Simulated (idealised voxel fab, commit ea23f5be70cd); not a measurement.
The process module that follows is named voxel air gaps.
The cross-section shown here is cut; it is 270 nm wide and divided into square cells measuring 5 nm on a side.
For the purposes of this document, a cross-section shall be understood as a grid of square cells, specified as bands listed in top-to-bottom order, each band consisting of one or more rows of cells.
It is stipulated that each band's entry specify, in nanometres, the height of the top of the band and then that of its bottom, followed by the materials of the band in left-to-right sequence, each together with its width in nanometres. A single material marked by the word "throughout" is understood to fill the band from edge to edge; the word "empty" is understood to denote empty space.
It should be noted that heights are counted from 0, beneath which the wafer as supplied is of one material throughout, and that the lowest band possesses no lower boundary but continues downward, as written in "0 -> down".
The expression "30..40" gives the width at the extremes of the band, the first number at its top row of cells and the second at its bottom row, with the width changing by equal amounts from each row to the next in between.
"nothing different" for a step: no cell of the cross-section changed in that step.
What "Closed void inventory" gives you is every empty space of 8 cells or more that is cut off from the top. Each appears as width x height at distance, with the distance taken from the left edge and width, height and distance all in nm.
Text after the settings on a step's line: the simulator's own remark on that step.
When a step includes a mask, the "overlay nm" setting on its line states how far to the right of its planned place that mask lay, and negative values state how far to the left.
Steps planned for the process
- 1: RECEIVE with material Si
- 2: CONFORMAL_DEP with material SiO2, thk nm 15
- 3: CONFORMAL_DEP with material SiN, thk nm 5
- 4: DIRECTIONAL_DEP with material lowk, thk nm 30
- 5: PATTERN with tone open, mask id LINES, material resist, width nm 25, pitch nm 50, thk nm 15, overlay nm 0
- 6: DIRECTIONAL_ETCH with etch materials lowk, depth nm 30
- 7: STRIP with etch materials resist
- 8: CONFORMAL_DEP with material TiN, thk nm 5
- 9: FILL_DEP with material Cu, thk nm 10
- 10: CMP with height nm 50
- 11: EPI with material Ru, thk nm 10
- 12: SELECTIVE_ETCH with etch materials lowk, depth nm 40
- 13: CONFORMAL_DEP with material SiCN, thk nm 5
Cross-sectional view of the wafer in its as-received condition, corresponding to the state after step 1
  0 -> down: Si throughout
  Closed void inventory: none
The following cross-section depicts the wafer upon conclusion of the module. Processing commenced from the starting condition illustrated above and adhered to the plan illustrated above, save for one mistake in execution
  80 -> 75: SiCN throughout
  75 -> 65: Ru throughout
  65 -> 55: Cu throughout
  55 -> 50: TiN (50) / Cu (15) / TiN (35) / Cu (15) / TiN (35) / Cu (15) / TiN (35) / Cu (15) / TiN (55)
  50 -> 25: lowk (45) / TiN (5) / Cu (15) / TiN (5) / lowk (25) / TiN (5) / Cu (15) / TiN (5) / lowk (25) / TiN (5) / Cu (15) / TiN (5) / lowk (25) / TiN (5) / Cu (15) / TiN (5) / lowk (50)
  25 -> 20: lowk (45) / TiN (25) / lowk (25) / TiN (25) / lowk (25) / TiN (25) / lowk (25) / TiN (25) / lowk (50)
  20 -> 15: SiN throughout
  15 -> 0: SiO2 throughout
  0 -> down: Si throughout
  Closed void inventory: none
The plan and the run diverged here: plan step 10 never ran because it was skipped
